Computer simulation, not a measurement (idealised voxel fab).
process module | voxel local oxidation
cross-section cut | 250 nm wide | cells 5 nm
A cross-section is a grid of square cells, given in bands from the top down. A band is one or more rows of cells.
Each band's line starts with the height of the band's top and of its bottom, in nm. Then come its materials from left to right, each with its width in nm. One material with "throughout" fills the band from edge to edge. "air" is empty space.
Height 0 is the level under which the wafer as received is all one material. The lowest band goes on downwards, as in "0 down".
A width such as "30 to 40" changes by the same amount from each row of cells to the next, from the band's top row to its bottom row.
"no change" after a step means that no cell of the cross-section changed.
closed voids: empty space of 8 cells or more with no open way to the top, each as width x height at its distance from the left edge, in nm
after a step's settings: what the simulator itself notes on the step
overlay nm, on a step with a mask: how far to the right of its planned place the mask lay; to the left if negative
plan
1 op RECEIVE | material Si
2 op CONFORMAL_DEP | material SiO2 | thk nm 5
3 op CONFORMAL_DEP | material SiN | thk nm 15
4 op DIRECTIONAL_DEP | material aC | thk nm 15
5 op PATTERN | tone cover | mask id ACTIVE | material resist | width nm 125 | thk nm 35 | overlay nm 0
6 op DIRECTIONAL_ETCH | etch materials aC | depth nm 15
7 op STRIP | etch materials resist
8 op DIRECTIONAL_ETCH | etch materials SiN | depth nm 15
9 op STRIP | etch materials aC
10 op SELECTIVE_ETCH | etch materials SiO2 | depth nm 5
11 op OXIDIZE | depth nm 15
12 op STRIP | etch materials SiN
first wafer, as planned
as received, after step 1
  0 down: Si throughout
  closed voids: none
after step 2
  5 to 0: SiO2 throughout
  below 0: unchanged
after step 3
  20 to 5: SiN throughout
  below 5: unchanged
after step 4
  35 to 20: aC throughout
  below 20: unchanged
after step 5
  70 to 35: air 60 | resist 125 | air 65
  below 35: unchanged
after step 6
  55 to 35: air 60 | resist 125 | air 65
  35 to 20: air 60 | aC 125 | air 65
  below 20: unchanged
after step 7
  35 to 20: air 60 | aC 125 | air 65
  below 20: unchanged
after step 8
  35 to 20: air 60 | aC 125 | air 65
  20 to 5: air 60 | SiN 125 | air 65
  below 5: unchanged
after step 9
  20 to 5: air 60 | SiN 125 | air 65
  below 5: unchanged
after step 10
  20 to 5: air 60 | SiN 125 | air 65
  5 to 0: air 65 | SiO2 115 | air 70
  below 0: unchanged
after step 11
  20 to 5: air 60 | SiN 125 | air 65
  5 to 0: air 65 | SiO2 115 | air 70
  0 to -15: SiO2 80 | Si 85 | SiO2 85
  below -15: unchanged
after step 12
  5 to 0: air 65 | SiO2 115 | air 70
  below 0: unchanged
second wafer: like start, like plan, one mistake. Through step 10 it matches the first wafer
when step 11 should have ended
  20 to 5: air 60 | SiN 125 | air 65
  5 to 0: air 65 | SiO2 115 | air 70
  0 to -25: SiO2 90 | Si 65 | SiO2 95
  below -25: unchanged
when step 12 should have ended
  5 to 0: air 65 | SiO2 115 | air 70
  below 0: unchanged
what went wrong: step 11 ran as: op OXIDIZE | depth nm 25
at the end the second wafer has, in cells: 86 fewer of Si | 86 more of SiO2
